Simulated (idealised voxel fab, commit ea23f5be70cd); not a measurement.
voxel air gaps: a process module
FYI the section here is cut, 255 nm wide, cells are 5 nm squares.
Format of a cross-section: grid, square cells. Given as bands. Order: top down. Band: one or more rows of cells. Top, bottom (nm), then materials left to right with widths (nm); lone material tagged "everywhere" fills the whole band edge to edge; "blank" = empty space. Beneath 0, the wafer as received is one material, and that level is where height counting begins. The lowest band goes on downward without a bottom; it is written like "0 -> down". A width given as "30..40" starts at the first number in the band's top row and ends at the second number in its bottom row, shifting by an equal amount at every step from row to row. A step reported as "everything unchanged" is a step in which no cell of the cross-section changed. Entry "Catalogued sealed voids" = empty spaces >= 8 cells with no open way to the top; each as width x height at distance, distance from left edge, all nm. Read whatever lies past the settings on a step's line as the simulator's own remark about the step. The optional step-line setting "overlay nm" applies to steps with a mask and quantifies how far to the right of its planned location the mask lay, a negative value indicating leftward placement.

PLANNED STEP LIST FOR THE PROCESS
step 1: RECEIVE: material Si
step 2: CONFORMAL_DEP: material SiO2, thk nm 15
step 3: CONFORMAL_DEP: material SiN, thk nm 5
step 4: DIRECTIONAL_DEP: material lowk, thk nm 35
step 5: DIRECTIONAL_DEP: material aC, thk nm 10
step 6: PATTERN: tone open, mask id LINES, material resist, width nm 25, pitch nm 55, thk nm 25, overlay nm 0
step 7: DIRECTIONAL_ETCH: etch materials aC, depth nm 10
step 8: STRIP: etch materials resist
step 9: DIRECTIONAL_ETCH: etch materials lowk, depth nm 35
step 10: STRIP: etch materials aC
step 11: CONFORMAL_DEP: material TiN, thk nm 5
step 12: FILL_DEP: material W, thk nm 5
step 13: CMP: height nm 55
step 14: EPI: material Ru, thk nm 10
step 15: SELECTIVE_ETCH: etch materials lowk, depth nm 45
step 16: CONFORMAL_DEP: material SiN, thk nm 5

CROSS-SECTION OF THE INCOMING WAFER, STATE AFTER STEP 1
    0 -> down  Si everywhere
    Catalogued sealed voids: none

A WAFER AT THE END: THIS START, THIS PLAN, ONE MISTAKE
    70 -> 65  blank 45, then SiN 165, then blank 45
    65 -> 55  blank 45, then SiN 5, then Ru 45, then SiN 10, then Ru 45, then SiN 10, then Ru 45, then SiN 5, then blank 45
    55 -> 50  blank 45, then SiN 15, then TiN 5, then W 15, then TiN 5, then SiN 30, then TiN 5, then W 15, then TiN 5, then SiN 30, then TiN 5, then W 15, then TiN 5, then SiN 15, then blank 45
    50 -> 40  blank 55, then SiN 5, then TiN 5, then W 15, then TiN 5, then SiN 5, then blank 20, then SiN 5, then TiN 5, then W 15, then TiN 5, then SiN 5, then blank 20, then SiN 5, then TiN 5, then W 15, then TiN 5, then SiN 5, then blank 55
    40 -> 35  SiN 60, then TiN 25, then SiN 30, then TiN 25, then SiN 30, then TiN 25, then SiN 60
    35 -> 30  SiN everywhere
    30 -> 0  SiO2 everywhere
    0 -> down  Si everywhere
    Catalogued sealed voids: 20 x 10 at 90; 20 x 10 at 145
What was done differently from what was planned? twice over, step 2 of the plan was run
